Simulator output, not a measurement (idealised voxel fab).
process module | voxel wiring stack
cross-section cut | 230 nm wide | cells 5 nm
A cross-section is a grid of square cells, given in bands from the top down. A band is one or more rows of cells.
Each band's line starts with the height of the band's top and of its bottom, in nm. Then come its materials from left to right, each with its width in nm. One material with "throughout" fills the band from edge to edge. "air" is empty space.
Height 0 is the level under which the wafer as received is all one material. The lowest band goes on downwards, as in "0 down".
A width such as "30 to 40" changes by the same amount from each row of cells to the next, from the band's top row to its bottom row.
"no change" after a step means that no cell of the cross-section changed.
closed voids: empty space of 8 cells or more with no open way to the top, each as width x height at its distance from the left edge, in nm
after a step's settings: what the simulator itself notes on the step
overlay nm, on a step with a mask: how far to the right of its planned place the mask lay; to the left if negative
plan
1 op RECEIVE | material Si
2 op CONFORMAL_DEP | material SiO2 | thk nm 15
3 op CONFORMAL_DEP | material SiCN | thk nm 5
4 op DIRECTIONAL_DEP | material SiO2 | thk nm 25
5 op DIRECTIONAL_DEP | material aC | thk nm 10
6 op PATTERN | tone open | mask id METAL_1 | material resist | width nm 25 | pitch nm 50 | thk nm 25 | overlay nm 0
7 op DIRECTIONAL_ETCH | etch materials aC | depth nm 10
8 op STRIP | etch materials resist
9 op DIRECTIONAL_ETCH | etch materials SiO2 | depth nm 25
10 op DIRECTIONAL_ETCH | etch materials SiCN | depth nm 5
11 op STRIP | etch materials aC
12 op CONFORMAL_DEP | material TiN | thk nm 5
13 op FILL_DEP | material W | thk nm 5
14 op CMP | height nm 45
15 op CONFORMAL_DEP | material SiCN | thk nm 5
16 op DIRECTIONAL_DEP | material lowk | thk nm 15
17 op DIRECTIONAL_DEP | material aC | thk nm 15
18 op PATTERN | tone open | mask id PLUG_1 | material resist | width nm 15 | pitch nm 100 | thk nm 35 | overlay nm 0
19 op DIRECTIONAL_ETCH | etch materials aC | depth nm 15
20 op STRIP | etch materials resist
21 op DIRECTIONAL_ETCH | etch materials lowk | depth nm 15
22 op DIRECTIONAL_ETCH | etch materials SiCN | depth nm 5
23 op STRIP | etch materials aC
24 op EPI | material Ru | thk nm 10
25 op EPI | material Ru | thk nm 10
26 op CONFORMAL_DEP | material SiN | thk nm 5
27 op DIRECTIONAL_DEP | material SiO2 | thk nm 20
28 op MASKED_ETCH | tone open | mask id METAL_2 | width nm 25 | pitch nm 50 | etch materials SiO2 | depth nm 20 | overlay nm 0
29 op MASKED_ETCH | tone open | mask id METAL_2 | width nm 25 | pitch nm 50 | etch materials SiN | depth nm 5 | overlay nm 0
30 op CONFORMAL_DEP | material TiN | thk nm 5
31 op FILL_DEP | material Cu | thk nm 10
32 op CMP | height nm 90
33 op CONFORMAL_DEP | material SiCN | thk nm 5
34 op DIRECTIONAL_DEP | material SiO2 | thk nm 10
35 op DIRECTIONAL_DEP | material aC | thk nm 15
36 op PATTERN | tone open | mask id PLUG_2 | material resist | width nm 15 | pitch nm 100 | thk nm 30 | overlay nm 0
37 op DIRECTIONAL_ETCH | etch materials aC | depth nm 15
38 op STRIP | etch materials resist
39 op DIRECTIONAL_ETCH | etch materials SiO2 | depth nm 10
40 op DIRECTIONAL_ETCH | etch materials SiCN | depth nm 5
41 op STRIP | etch materials aC
42 op CONFORMAL_DEP | material TiN | thk nm 5
43 op FILL_DEP | material Ru | thk nm 5
44 op CMP | height nm 105
45 op DIRECTIONAL_DEP | material TiN | thk nm 5
46 op DIRECTIONAL_DEP | material Ru | thk nm 25
47 op DIRECTIONAL_DEP | material aC | thk nm 10
48 op PATTERN | tone cover | mask id METAL_3 | material resist | width nm 25 | pitch nm 50 | thk nm 30 | overlay nm 0
49 op DIRECTIONAL_ETCH | etch materials aC | depth nm 10
50 op STRIP | etch materials resist
51 op DIRECTIONAL_ETCH | etch materials Ru | depth nm 25
52 op DIRECTIONAL_ETCH | etch materials TiN | depth nm 5
53 op STRIP | etch materials aC
54 op CONFORMAL_DEP | material SiCN | thk nm 5
55 op FILL_DEP | material SiO2 | thk nm 10
56 op CMP | height nm 135
57 op CONFORMAL_DEP | material SiCN | thk nm 5
58 op DIRECTIONAL_DEP | material lowk | thk nm 10
59 op PATTERN | tone open | mask id PLUG_3 | material resist | width nm 15 | pitch nm 100 | thk nm 20 | overlay nm 0
60 op DIRECTIONAL_ETCH | etch materials lowk | depth nm 10
61 op DIRECTIONAL_ETCH | etch materials SiCN | depth nm 5
62 op STRIP | etch materials resist
63 op CONFORMAL_DEP | material TiN | thk nm 5
64 op FILL_DEP | material Ru | thk nm 5
65 op CMP | height nm 150
66 op DIRECTIONAL_DEP | material TiN | thk nm 5
67 op DIRECTIONAL_DEP | material W | thk nm 20
68 op PATTERN | tone cover | mask id METAL_4 | material resist | width nm 25 | pitch nm 50 | thk nm 20 | overlay nm 0
69 op DIRECTIONAL_ETCH | etch materials W | depth nm 20
70 op DIRECTIONAL_ETCH | etch materials TiN | depth nm 5
71 op STRIP | etch materials resist
72 op FILL_DEP | material SiO2 | thk nm 5
73 op CMP | height nm 175
74 op CONFORMAL_DEP | material SiN | thk nm 5
as received, after step 1
  0 down: Si throughout
  closed voids: none
first wafer at the end, as planned
  180 to 175: SiN throughout
  175 to 155: SiO2 25 | W 25 | SiO2 25 | W 25 | SiO2 25 | W 25 | SiO2 25 | W 25 | SiO2 30
  155 to 150: SiO2 25 | TiN 25 | SiO2 25 | TiN 25 | SiO2 25 | TiN 25 | SiO2 25 | TiN 25 | SiO2 30
  150 to 140: lowk 25 | TiN 5 | Ru 5 | TiN 5 | lowk 85 | TiN 5 | Ru 5 | TiN 5 | lowk 90
  140 to 135: SiCN 25 | TiN 15 | SiCN 85 | TiN 15 | SiCN 90
  135 to 110: SiO2 20 | SiCN 5 | Ru 25 | SiCN 5 | SiO2 15 | SiCN 5 | Ru 25 | SiCN 5 | SiO2 15 | SiCN 5 | Ru 25 | SiCN 5 | SiO2 15 | SiCN 5 | Ru 25 | SiCN 5 | SiO2 25
  110 to 105: SiCN 25 | TiN 25 | SiCN 25 | TiN 25 | SiCN 25 | TiN 25 | SiCN 25 | TiN 25 | SiCN 30
  105 to 95: SiO2 25 | TiN 5 | Ru 5 | TiN 5 | SiO2 85 | TiN 5 | Ru 5 | TiN 5 | SiO2 90
  95 to 90: SiCN 25 | TiN 15 | SiCN 85 | TiN 15 | SiCN 90
  90 to 70: SiO2 25 | TiN 5 | Cu 15 | TiN 5 | SiO2 25 | TiN 5 | Cu 15 | TiN 5 | SiO2 25 | TiN 5 | Cu 15 | TiN 5 | SiO2 25 | TiN 5 | Cu 15 | TiN 5 | SiO2 30
  70 to 65: SiN 25 | TiN 25 | SiN 25 | TiN 25 | SiN 25 | TiN 25 | SiN 25 | TiN 25 | SiN 30
  65 to 50: lowk 25 | Ru 15 | lowk 85 | Ru 15 | lowk 90
  50 to 45: SiCN 25 | Ru 15 | SiCN 85 | Ru 15 | SiCN 90
  45 to 20: SiO2 25 | TiN 5 | W 15 | TiN 5 | SiO2 25 | TiN 5 | W 15 | TiN 5 | SiO2 25 | TiN 5 | W 15 | TiN 5 | SiO2 25 | TiN 5 | W 15 | TiN 5 | SiO2 30
  20 to 15: SiCN 25 | TiN 25 | SiCN 25 | TiN 25 | SiCN 25 | TiN 25 | SiCN 25 | TiN 25 | SiCN 30
  15 to 0: SiO2 throughout
  0 down: Si throughout
  closed voids: none
second wafer at the end: like start, like plan, one mistake
  180 to 175: SiN throughout
  175 to 155: SiO2 25 | W 25 | SiO2 25 | W 25 | SiO2 25 | W 25 | SiO2 25 | W 25 | SiO2 30
  155 to 150: SiO2 25 | TiN 25 | SiO2 25 | TiN 25 | SiO2 25 | TiN 25 | SiO2 25 | TiN 25 | SiO2 30
  150 to 140: lowk 25 | TiN 5 | Ru 5 | TiN 5 | lowk 85 | TiN 5 | Ru 5 | TiN 5 | lowk 90
  140 to 135: SiCN 25 | TiN 15 | SiCN 85 | TiN 15 | SiCN 90
  135 to 110: SiO2 20 | SiCN 5 | Ru 25 | SiCN 5 | SiO2 15 | SiCN 5 | Ru 25 | SiCN 5 | SiO2 15 | SiCN 5 | Ru 25 | SiCN 5 | SiO2 15 | SiCN 5 | Ru 25 | SiCN 5 | SiO2 25
  110 to 105: SiCN 25 | TiN 25 | SiCN 25 | TiN 25 | SiCN 25 | TiN 25 | SiCN 25 | TiN 25 | SiCN 30
  105 to 95: SiO2 25 | TiN 5 | Ru 5 | TiN 5 | SiO2 85 | TiN 5 | Ru 5 | TiN 5 | SiO2 90
  95 to 90: SiCN 25 | TiN 15 | SiCN 85 | TiN 15 | SiCN 90
  90 to 70: SiO2 25 | TiN 5 | Cu 15 | TiN 5 | SiO2 25 | TiN 5 | Cu 15 | TiN 5 | SiO2 25 | TiN 5 | Cu 15 | TiN 5 | SiO2 25 | TiN 5 | Cu 15 | TiN 5 | SiO2 30
  70 to 65: SiN 25 | TiN 25 | SiN 25 | TiN 25 | SiN 25 | TiN 25 | SiN 25 | TiN 25 | SiN 30
  65 to 50: lowk 25 | Ru 15 | lowk 85 | Ru 15 | lowk 90
  50 to 45: SiCN 25 | Ru 15 | SiCN 85 | Ru 15 | SiCN 90
  45 to 25: SiO2 25 | TiN 5 | W 15 | TiN 5 | SiO2 25 | TiN 5 | W 15 | TiN 5 | SiO2 25 | TiN 5 | W 15 | TiN 5 | SiO2 25 | TiN 5 | W 15 | TiN 5 | SiO2 30
  25 to 20: SiO2 25 | TiN 25 | SiO2 25 | TiN 25 | SiO2 25 | TiN 25 | SiO2 25 | TiN 25 | SiO2 30
  20 to 0: SiO2 throughout
  0 down: Si throughout
  closed voids: none
what went wrong: step 3 ran as: op CONFORMAL_DEP | material SiO2 | thk nm 5
at the end the second wafer has, in cells: 26 fewer of SiCN | 46 more of SiO2 | 8 fewer of TiN | 12 fewer of W
